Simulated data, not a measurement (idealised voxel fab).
Process module under the name voxel released beams
We display cut, a cross-section 190 nm in width whose square cells are each 5 nm.
For the purposes of this document, a cross-section shall be understood as a grid of square cells, specified as bands listed in top-to-bottom order, each band consisting of one or more rows of cells. Heights first: top, then bottom, in nm. Then materials, left to right, each with a width in nm. "throughout" on a single material: fills the band edge to edge. "empty": empty space. Heads up on the height convention: 0 is the point under which the incoming wafer is all one material, and the lowest band has no bottom, it just keeps going down, like "0..down". Width spec "30 to 40" -> top row of cells at first value, bottom row at second value, equal per-row change in between. Reading "no change occurred" for a step: not a cell of the cross-section changed in it. Closed empty spaces (no open way to the top) of 8 cells or more are what "Completely sealed voids" lists, each as width x height at distance from the left edge, nm for all three. It should be noted that, on the line of a given step, the content following the step's settings is a remark produced by the simulator itself with respect to that step. overlay nm: how far to the right of its planned place the mask lay on this masked step (negative: to the left).
PLANNED PROCESS STEPS
step 1: RECEIVE: material Si
step 2: CONFORMAL_DEP: material Al2O3, thk nm 5
step 3: DIRECTIONAL_DEP: material SiO2, thk nm 20
step 4: MASKED_ETCH: tone open, mask id ANCHOR, width nm 35, etch materials SiO2, depth nm 20, overlay nm 0
step 5: CONFORMAL_DEP: material W, thk nm 15
step 6: MASKED_ETCH: tone cover, mask id BEAM, width nm 90, etch materials W, depth nm 15, overlay nm 0
step 7: STRIP: etch materials SiO2
STEP 1 COMPLETE: CROSS-SECTION OF THE WAFER AS RECEIVED
	0..down = Si throughout
	Completely sealed voids: none
FIRST OF TWO WAFERS AT THE END OF THE MODULE, SHOWN IN CROSS-SECTION; RUN CARRIED OUT AS PLANNED
	40..25 = 45 of empty; 20 of W; 5 of empty; 65 of W; 55 of empty
	25..20 = 50 of empty; 15 of W; 5 of empty; 15 of W; 105 of empty
	20..5 = 50 of empty; 35 of W; 105 of empty
	5..0 = Al2O3 throughout
	0..down = Si throughout
	Completely sealed voids: none
WAFER TWO, END OF MODULE, CROSS-SECTION. SAME START, SAME PLAN AS WAFER ONE. ONE MISTAKE IN THE RUN
	30..20 = 45 of empty; 20 of W; 5 of empty; 65 of W; 55 of empty
	20..15 = 45 of empty; 90 of W; 55 of empty
	15..5 = 50 of empty; 35 of W; 105 of empty
	5..0 = Al2O3 throughout
	0..down = Si throughout
	Completely sealed voids: none
Misprocessing identified: step 3 did not use the planned setting and instead ran as DIRECTIONAL_DEP: material SiO2, thk nm 10
Wrapping up, a cell-based count of both wafers puts the second over or under the first for these materials: -12 W
